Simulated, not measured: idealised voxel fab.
Documented hereafter: the process module known as voxel wiring stack.
Cross-sectional view cut (width: 175 nm; square cell size: 5 nm).
When this document writes out a cross-section, it uses a grid of square cells and lists it as bands, beginning at the top and moving down, with a band standing for one or more rows of cells. Each band's line starts with the height of the band's top and of its bottom, in nm. Then come its materials from left to right, each with its width in nm. One material with "all across" fills the band from edge to edge. "blank" is empty space. Height 0 is the level under which the wafer as received is all one material. The lowest band goes on downwards, as in "top 0, no bottom". The expression "30..40" gives the width at the extremes of the band, the first number at its top row of cells and the second at its bottom row, with the width changing by equal amounts from each row to the next in between. "all unchanged" means the step left every cell of the cross-section as it was. "Enclosed void entries" contains a list of empty spaces, each no smaller than 8 cells and without an open way to the top, written in the form width x height at distance with the distance from the left edge and all three in nm. Past the settings on a step's line: simulator remark, on that step. "overlay nm" on a masked step: distance the mask lay right of its planned place, negative for left.

### The steps planned for the process are as follows
| 1 | RECEIVE: material Si |
| 2 | CONFORMAL_DEP: material SiO2, thk nm 15 |
| 3 | DIRECTIONAL_DEP: material TiN, thk nm 5 |
| 4 | DIRECTIONAL_DEP: material Ru, thk nm 20 |
| 5 | PATTERN: tone cover, mask id METAL_1, material resist, width nm 25, pitch nm 50, thk nm 20, overlay nm 0 |
| 6 | DIRECTIONAL_ETCH: etch materials Ru, depth nm 20 |
| 7 | DIRECTIONAL_ETCH: etch materials TiN, depth nm 5 |
| 8 | STRIP: etch materials resist |
| 9 | CONFORMAL_DEP: material SiN, thk nm 5 |
| 10 | FILL_DEP: material lowk, thk nm 10 |
| 11 | CMP: height nm 40 |
| 12 | CONFORMAL_DEP: material SiCN, thk nm 5 |
| 13 | DIRECTIONAL_DEP: material lowk, thk nm 30 |
| 14 | PATTERN: tone open, mask id METAL_2, material resist, width nm 25, pitch nm 50, thk nm 15, overlay nm 0 |
| 15 | DIRECTIONAL_ETCH: etch materials lowk, depth nm 15 |
| 16 | STRIP: etch materials resist |
| 17 | DIRECTIONAL_DEP: material aC, thk nm 15 |
| 18 | PATTERN: tone open, mask id METAL_2_HOLES, material resist, width nm 15, pitch nm 50, thk nm 35, overlay nm 0 |
| 19 | DIRECTIONAL_ETCH: etch materials aC, depth nm 15 |
| 20 | STRIP: etch materials resist |
| 21 | DIRECTIONAL_ETCH: etch materials lowk, depth nm 15 |
| 22 | DIRECTIONAL_ETCH: etch materials SiCN, depth nm 5 |
| 23 | STRIP: etch materials aC |
| 24 | CONFORMAL_DEP: material TiN, thk nm 5 |
| 25 | FILL_DEP: material Cu, thk nm 5 |
| 26 | CMP: height nm 75 |
| 27 | CONFORMAL_DEP: material SiCN, thk nm 5 |

### Delivered wafer in cross-section: state after step 1
* top 0, no bottom | Si all across
* Enclosed void entries: none

### What the wafer looks like in cross-section after this module, when it starts as shown above and follows the plan above but one mistake is made in running it
* top 80, bottom 75 | SiCN all across
* top 75, bottom 65 | 20 of lowk | 5 of TiN | 20 of Cu | 5 of TiN | 20 of lowk | 5 of TiN | 20 of Cu | 5 of TiN | 20 of lowk | 5 of TiN | 20 of Cu | 5 of TiN | 25 of lowk
* top 65, bottom 60 | 20 of lowk | 30 of TiN | 20 of lowk | 30 of TiN | 20 of lowk | 30 of TiN | 25 of lowk
* top 60, bottom 45 | 25 of lowk | 10 of TiN | 40 of lowk | 10 of TiN | 40 of lowk | 10 of TiN | 40 of lowk
* top 45, bottom 40 | 25 of SiCN | 10 of TiN | 40 of SiCN | 10 of TiN | 40 of SiCN | 10 of TiN | 40 of SiCN
* top 40, bottom 20 | 20 of lowk | 5 of SiN | 25 of Ru | 5 of SiN | 15 of lowk | 5 of SiN | 25 of Ru | 5 of SiN | 15 of lowk | 5 of SiN | 25 of Ru | 5 of SiN | 20 of lowk
* top 20, bottom 15 | 25 of SiN | 25 of TiN | 25 of SiN | 25 of TiN | 25 of SiN | 25 of TiN | 25 of SiN
* top 15, bottom 0 | SiO2 all across
* top 0, no bottom | Si all across
* Enclosed void entries: none
Deviation noted in wafer processing: off-plan run, step 18, actual operation and settings PATTERN: tone open, mask id METAL_2_HOLES, material resist, width nm 15, pitch nm 50, thk nm 35, overlay nm -5
